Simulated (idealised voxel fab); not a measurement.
The following is a process module called voxel spacer lines.
Square cell edge 5 nm, section width 275 nm, ID cut.
If you're reading a cross-section in this doc, picture square cells in a grid; it comes to you as bands, top ones listed first down to the bottom, and a band can be one or more rows of cells. In this notation a band is specified by the heights of its top and bottom, in that order and in nm, after which its materials appear from left to right, each paired with its width in nm. The word "all across" attached to a single material means that material fills the band from edge to edge; the word "blank" stands for empty space. The level at which height equals 0 is the one under which the wafer, as it arrives, is entirely one material. No lower edge exists for the bottom band, which continues downward and is notated as in "top 0, no bottom". Width spec "30..40" -> top row of cells at first value, bottom row at second value, equal per-row change in between. No cell of the cross-section changed in a step that is given as "same as before". Enclosed void inventory: empty space of 8 cells or more with no open way to the top, each as width x height at its distance from the left edge, in nm. The remark found on a step's line after its settings is issued by the simulator itself and pertains to that step. overlay nm: how far to the right of its planned place the mask lay on this masked step (negative: to the left).

-- Process steps - plan
1 RECEIVE [material Si]
2 CONFORMAL_DEP [material Al2O3] [thk nm 5]
3 DIRECTIONAL_DEP [material SiN] [thk nm 15]
4 DIRECTIONAL_DEP [material polySi] [thk nm 20]
5 PATTERN [tone cover] [mask id MANDREL] [material resist] [width nm 25] [pitch nm 70] [thk nm 25] [overlay nm 0]
6 DIRECTIONAL_ETCH [etch materials polySi] [depth nm 20]
7 STRIP [etch materials resist]
8 CONFORMAL_DEP [material SiO2] [thk nm 10]
9 DIRECTIONAL_ETCH [etch materials SiO2] [depth nm 10]
10 STRIP [etch materials polySi]
11 DIRECTIONAL_ETCH [etch materials SiN] [depth nm 15]
12 STRIP [etch materials SiO2]

-- The cross-section here shows the wafer as received, i.e. in its state after step 1
    top 0, no bottom: Si all across
    Enclosed void inventory: none

-- Here's the wafer cut in cross-section after the module, started and planned just like above, except one thing was done wrong in the run
    top 10, bottom 5: 45 nm blank | 10 nm SiN | 25 nm blank | 10 nm SiN | 25 nm blank | 10 nm SiN | 25 nm blank | 10 nm SiN | 25 nm blank | 10 nm SiN | 25 nm blank | 10 nm SiN | 45 nm blank
    top 5, bottom 0: Al2O3 all across
    top 0, no bottom: Si all across
    Enclosed void inventory: none
what went wrong: in deviation from the planned setting, step 3 was conducted as DIRECTIONAL_DEP [material SiN] [thk nm 5]
